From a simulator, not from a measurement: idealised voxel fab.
Process module heading - voxel self aligned vias
Section shown: cut. Width: 270 nm. Cell size: 5 nm, square.
Throughout this document, each cross-section is represented as a grid of square cells and is presented as a sequence of bands enumerated from the top downward, where a band comprises one or more rows of cells. It is stipulated that each band's entry specify, in nanometres, the height of the top of the band and then that of its bottom, followed by the materials of the band in left-to-right sequence, each together with its width in nanometres. A single material marked by the word "edge to edge" is understood to fill the band from edge to edge; the word "empty" is understood to denote empty space. Note: height 0 marks the level under which the wafer is uniformly one material as received. Lowest band unbounded below, written "0 -> down". Read "30 to 40" as a graded width: first number on top, second number at the bottom, same change between each pair of neighbouring rows. It should be understood that the words "stayed the same", when stated for a given step, signify that the cross-section underwent no change in any of its cells during that step. The entry titled "Closed internal cavities" provides the empty spaces that have no open way to the top, restricted to those of 8 cells or more. Each is presented as width x height at distance, the distance being measured from the left edge, with all three in nm. Where a step's line continues beyond its settings, the continuation is a remark by the simulator itself on that step. overlay nm: where the mask lay relative to plan, measured to the right, on steps with a mask; negatives go left.
## These are the steps we planned for the process
1,RECEIVE | material Si
2,CONFORMAL_DEP | material SiO2 | thk nm 15
3,CONFORMAL_DEP | material SiCN | thk nm 5
4,DIRECTIONAL_DEP | material SiO2 | thk nm 30
5,DIRECTIONAL_DEP | material aC | thk nm 10
6,PATTERN | tone open | mask id LINES | material resist | width nm 30 | pitch nm 65 | thk nm 30 | overlay nm 0
7,DIRECTIONAL_ETCH | etch materials aC | depth nm 10
8,STRIP | etch materials resist
9,DIRECTIONAL_ETCH | etch materials SiO2 | depth nm 30
10,STRIP | etch materials aC
11,CONFORMAL_DEP | material TiN | thk nm 5
12,FILL_DEP | material W | thk nm 5
13,CMP | height nm 50
14,SELECTIVE_ETCH | etch materials W Ru TiN | depth nm 5
15,FILL_DEP | material SiN | thk nm 5
16,CMP | height nm 50
17,DIRECTIONAL_DEP | material SiO2 | thk nm 15
18,MASKED_ETCH | tone open | mask id VIAS | width nm 40 | pitch nm 65 | etch materials SiO2 | depth nm 15 | overlay nm 0
19,MASKED_ETCH | tone open | mask id VIAS | width nm 40 | pitch nm 65 | etch materials SiN | depth nm 5 | overlay nm 0
20,CONFORMAL_DEP | material TiN | thk nm 5
21,FILL_DEP | material W | thk nm 5
22,CMP | height nm 65
23,CONFORMAL_DEP | material SiN | thk nm 5
## Wafer, first of two, run as planned
## Cross-section: wafer on arrival = after step 1
    0 -> down = Si edge to edge
    Closed internal cavities: none
## Step 2 done - wafer cross-section
    15 -> 0 = SiO2 edge to edge
    Everything under 0 stays put, no change at all.
## Step 3 done - wafer cross-section
    20 -> 15 = SiCN edge to edge
    Everything under 15 stays put, no change at all.
## Step 4 done - wafer cross-section
    50 -> 20 = SiO2 edge to edge
    Everything under 20 stays put, no change at all.
## Step 5 done - wafer cross-section
    60 -> 50 = aC edge to edge
    Everything under 50 stays put, no change at all.
## Step 6 done - wafer cross-section
    90 -> 60 = 55 resist / 30 empty / 35 resist / 30 empty / 35 resist / 30 empty / 55 resist
    Everything under 60 stays put, no change at all.
## Step 7 done - wafer cross-section
    80 -> 60 = 55 resist / 30 empty / 35 resist / 30 empty / 35 resist / 30 empty / 55 resist
    60 -> 50 = 55 aC / 30 empty / 35 aC / 30 empty / 35 aC / 30 empty / 55 aC
    Everything under 50 stays put, no change at all.
## Step 8 done - wafer cross-section
    60 -> 50 = 55 aC / 30 empty / 35 aC / 30 empty / 35 aC / 30 empty / 55 aC
    Everything under 50 stays put, no change at all.
## Step 9 done - wafer cross-section
    60 -> 50 = 55 aC / 30 empty / 35 aC / 30 empty / 35 aC / 30 empty / 55 aC
    50 -> 20 = 55 SiO2 / 30 empty / 35 SiO2 / 30 empty / 35 SiO2 / 30 empty / 55 SiO2
    Everything under 20 stays put, no change at all.
## Step 10 done - wafer cross-section
    50 -> 20 = 55 SiO2 / 30 empty / 35 SiO2 / 30 empty / 35 SiO2 / 30 empty / 55 SiO2
    Everything under 20 stays put, no change at all.
## Step 11 done - wafer cross-section
    55 -> 50 = 60 TiN / 20 empty / 45 TiN / 20 empty / 45 TiN / 20 empty / 60 TiN
    50 -> 25 = 55 SiO2 / 5 TiN / 20 empty / 5 TiN / 35 SiO2 / 5 TiN / 20 empty / 5 TiN / 35 SiO2 / 5 TiN / 20 empty / 5 TiN / 55 SiO2
    25 -> 20 = 55 SiO2 / 30 TiN / 35 SiO2 / 30 TiN / 35 SiO2 / 30 TiN / 55 SiO2
    Everything under 20 stays put, no change at all.
## Step 12 done - wafer cross-section
    60 -> 55 = W edge to edge
    55 -> 50 = 60 TiN / 20 W / 45 TiN / 20 W / 45 TiN / 20 W / 60 TiN
    50 -> 25 = 55 SiO2 / 5 TiN / 20 W / 5 TiN / 35 SiO2 / 5 TiN / 20 W / 5 TiN / 35 SiO2 / 5 TiN / 20 W / 5 TiN / 55 SiO2
    Everything under 25 stays put, no change at all.
## Step 13 done - wafer cross-section
    50 -> 25 = 55 SiO2 / 5 TiN / 20 W / 5 TiN / 35 SiO2 / 5 TiN / 20 W / 5 TiN / 35 SiO2 / 5 TiN / 20 W / 5 TiN / 55 SiO2
    Everything under 25 stays put, no change at all.
## Step 14 done - wafer cross-section
    50 -> 45 = 55 SiO2 / 30 empty / 35 SiO2 / 30 empty / 35 SiO2 / 30 empty / 55 SiO2
    Everything under 45 stays put, no change at all.
## Step 15 done - wafer cross-section
    55 -> 50 = SiN edge to edge
    50 -> 45 = 55 SiO2 / 30 SiN / 35 SiO2 / 30 SiN / 35 SiO2 / 30 SiN / 55 SiO2
    Everything under 45 stays put, no change at all.
## Step 16 done - wafer cross-section
    50 -> 45 = 55 SiO2 / 30 SiN / 35 SiO2 / 30 SiN / 35 SiO2 / 30 SiN / 55 SiO2
    Everything under 45 stays put, no change at all.
## Step 17 done - wafer cross-section
    65 -> 50 = SiO2 edge to edge
    Everything under 50 stays put, no change at all.
## Step 18 done - wafer cross-section
    65 -> 50 = 50 SiO2 / 40 empty / 25 SiO2 / 40 empty / 25 SiO2 / 40 empty / 50 SiO2
    Everything under 50 stays put, no change at all.
## Step 19 done - wafer cross-section
    65 -> 50 = 50 SiO2 / 40 empty / 25 SiO2 / 40 empty / 25 SiO2 / 40 empty / 50 SiO2
    50 -> 45 = 55 SiO2 / 30 empty / 35 SiO2 / 30 empty / 35 SiO2 / 30 empty / 55 SiO2
    Everything under 45 stays put, no change at all.
## Step 20 done - wafer cross-section
    70 -> 65 = 55 TiN / 30 empty / 35 TiN / 30 empty / 35 TiN / 30 empty / 55 TiN
    65 -> 55 = 50 SiO2 / 5 TiN / 30 empty / 5 TiN / 25 SiO2 / 5 TiN / 30 empty / 5 TiN / 25 SiO2 / 5 TiN / 30 empty / 5 TiN / 50 SiO2
    55 -> 50 = 50 SiO2 / 10 TiN / 20 empty / 10 TiN / 25 SiO2 / 10 TiN / 20 empty / 10 TiN / 25 SiO2 / 10 TiN / 20 empty / 10 TiN / 50 SiO2
    50 -> 45 = 55 SiO2 / 30 TiN / 35 SiO2 / 30 TiN / 35 SiO2 / 30 TiN / 55 SiO2
    Everything under 45 stays put, no change at all.
## Step 21 done - wafer cross-section
    75 -> 70 = W edge to edge
    70 -> 65 = 55 TiN / 30 W / 35 TiN / 30 W / 35 TiN / 30 W / 55 TiN
    65 -> 55 = 50 SiO2 / 5 TiN / 30 W / 5 TiN / 25 SiO2 / 5 TiN / 30 W / 5 TiN / 25 SiO2 / 5 TiN / 30 W / 5 TiN / 50 SiO2
    55 -> 50 = 50 SiO2 / 10 TiN / 20 W / 10 TiN / 25 SiO2 / 10 TiN / 20 W / 10 TiN / 25 SiO2 / 10 TiN / 20 W / 10 TiN / 50 SiO2
    Everything under 50 stays put, no change at all.
## Step 22 done - wafer cross-section
    65 -> 55 = 50 SiO2 / 5 TiN / 30 W / 5 TiN / 25 SiO2 / 5 TiN / 30 W / 5 TiN / 25 SiO2 / 5 TiN / 30 W / 5 TiN / 50 SiO2
    Everything under 55 stays put, no change at all.
## Step 23 done - wafer cross-section
    70 -> 65 = SiN edge to edge
    Everything under 65 stays put, no change at all.
## It is to be noted that the second wafer proceeded from the same initial state and according to the same plan as the first, although one mistake was committed in its execution; through step 16, inclusive, the two wafers share an identical history
## Here is the second wafer in cross-section at the point where step 17 of the plan should have been done
    50 -> 45 = 50 SiO2 / 5 empty / 30 SiN / 5 empty / 25 SiO2 / 5 empty / 30 SiN / 5 empty / 25 SiO2 / 5 empty / 30 SiN / 5 empty / 50 SiO2
    45 -> 35 = 50 SiO2 / 5 empty / 5 TiN / 20 W / 5 TiN / 5 empty / 25 SiO2 / 5 empty / 5 TiN / 20 W / 5 TiN / 5 empty / 25 SiO2 / 5 empty / 5 TiN / 20 W / 5 TiN / 5 empty / 50 SiO2
    Everything under 35 stays put, no change at all.
## Here is the second wafer in cross-section at the point where step 18 of the plan should have been done
    65 -> 50 = 50 SiO2 / 5 empty / 30 SiO2 / 5 empty / 25 SiO2 / 5 empty / 30 SiO2 / 5 empty / 25 SiO2 / 5 empty / 30 SiO2 / 5 empty / 50 SiO2
    50 -> 45 = 55 SiO2 / 30 SiN / 35 SiO2 / 30 SiN / 35 SiO2 / 30 SiN / 55 SiO2
    45 -> 25 = 55 SiO2 / 5 TiN / 20 W / 5 TiN / 35 SiO2 / 5 TiN / 20 W / 5 TiN / 35 SiO2 / 5 TiN / 20 W / 5 TiN / 55 SiO2
    Everything under 25 stays put, no change at all.
Here is the second wafer in cross-section at the point where step 19 of the plan should have been done: stayed the same
## Here is the second wafer in cross-section at the point where step 20 of the plan should have been done
    70 -> 65 = TiN edge to edge
    65 -> 50 = 50 SiO2 / 5 TiN / 30 SiO2 / 5 TiN / 25 SiO2 / 5 TiN / 30 SiO2 / 5 TiN / 25 SiO2 / 5 TiN / 30 SiO2 / 5 TiN / 50 SiO2
    Everything under 50 stays put, no change at all.
## Here is the second wafer in cross-section at the point where step 21 of the plan should have been done
    75 -> 70 = W edge to edge
    Everything under 70 stays put, no change at all.
## Here is the second wafer in cross-section at the point where step 22 of the plan should have been done
    65 -> 50 = 50 SiO2 / 5 TiN / 30 SiO2 / 5 TiN / 25 SiO2 / 5 TiN / 30 SiO2 / 5 TiN / 25 SiO2 / 5 TiN / 30 SiO2 / 5 TiN / 50 SiO2
    Everything under 50 stays put, no change at all.
## Here is the second wafer in cross-section at the point where step 23 of the plan should have been done
    70 -> 65 = SiN edge to edge
    Everything under 65 stays put, no change at all.
The mistake made against the process plan was this: steps 17 and 18 run out of order (swapped)
Once processing is complete, comparing cell counts shows that the second wafer has more or fewer of certain materials than the first: 18 more of SiN, 54 more of SiO2, 24 fewer of TiN, 48 fewer of W
